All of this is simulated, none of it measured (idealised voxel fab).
process module | voxel self aligned contacts
cross-section cut | 250 nm wide | cells 5 nm
A cross-section is a grid of square cells, given in bands from the top down. A band is one or more rows of cells.
Each band's line starts with the height of the band's top and of its bottom, in nm. Then come its materials from left to right, each with its width in nm. One material with "throughout" fills the band from edge to edge. "air" is empty space.
Height 0 is the level under which the wafer as received is all one material. The lowest band goes on downwards, as in "0 down".
A width such as "30 to 40" changes by the same amount from each row of cells to the next, from the band's top row to its bottom row.
"no change" after a step means that no cell of the cross-section changed.
closed voids: empty space of 8 cells or more with no open way to the top, each as width x height at its distance from the left edge, in nm
after a step's settings: what the simulator itself notes on the step
overlay nm, on a step with a mask: how far to the right of its planned place the mask lay; to the left if negative
plan
1 op RECEIVE | material Si
2 op OXIDIZE | depth nm 5
3 op DIRECTIONAL_DEP | material polySi | thk nm 25
4 op DIRECTIONAL_DEP | material SiN | thk nm 20
5 op DIRECTIONAL_DEP | material aC | thk nm 15
6 op PATTERN | tone cover | mask id GATE | material resist | width nm 30 | pitch nm 75 | thk nm 30 | overlay nm 0
7 op DIRECTIONAL_ETCH | etch materials aC | depth nm 15
8 op STRIP | etch materials resist
9 op DIRECTIONAL_ETCH | etch materials SiN | depth nm 20
10 op DIRECTIONAL_ETCH | etch materials polySi | depth nm 25
11 op STRIP | etch materials aC
12 op CONFORMAL_DEP | material SiN | thk nm 10
13 op DIRECTIONAL_ETCH | etch materials SiN | depth nm 10
14 op FILL_DEP | material SiO2 | thk nm 15
15 op CMP | height nm 55
16 op DIRECTIONAL_DEP | material aC | thk nm 15
17 op PATTERN | tone open | mask id CONTACT | material resist | width nm 55 | thk nm 30 | overlay nm 0
18 op DIRECTIONAL_ETCH | etch materials aC | depth nm 15
19 op STRIP | etch materials resist
20 op DIRECTIONAL_ETCH | etch materials SiO2 | depth nm 60
21 op STRIP | etch materials aC
22 op CONFORMAL_DEP | material TiN | thk nm 5
23 op FILL_DEP | material W | thk nm 5
24 op CMP | height nm 55
25 op CONFORMAL_DEP | material SiCN | thk nm 5
as received, after step 1
  0 down: Si throughout
  closed voids: none
a wafer at the end: this start, this plan, one mistake
  60 to 55: SiCN throughout
  55 to 45: SiO2 95 | TiN 5 to 20 | W 45 to 15 | TiN 5 to 20 | SiO2 100
  45 to 25: SiO2 60 | SiN 50 | TiN 5 | W 15 | TiN 5 | SiN 50 | SiO2 65
  25 to 5: SiO2 60 | SiN 10 | polySi 30 | SiN 10 | TiN 5 | W 15 | TiN 5 | SiN 10 | polySi 30 | SiN 10 | SiO2 65
  5 to 0: SiO2 60 | SiN 10 | polySi 30 | SiN 10 | TiN 25 | SiN 10 | polySi 30 | SiN 10 | SiO2 65
  0 down: Si throughout
  closed voids: none
what went wrong: step 2 was left out
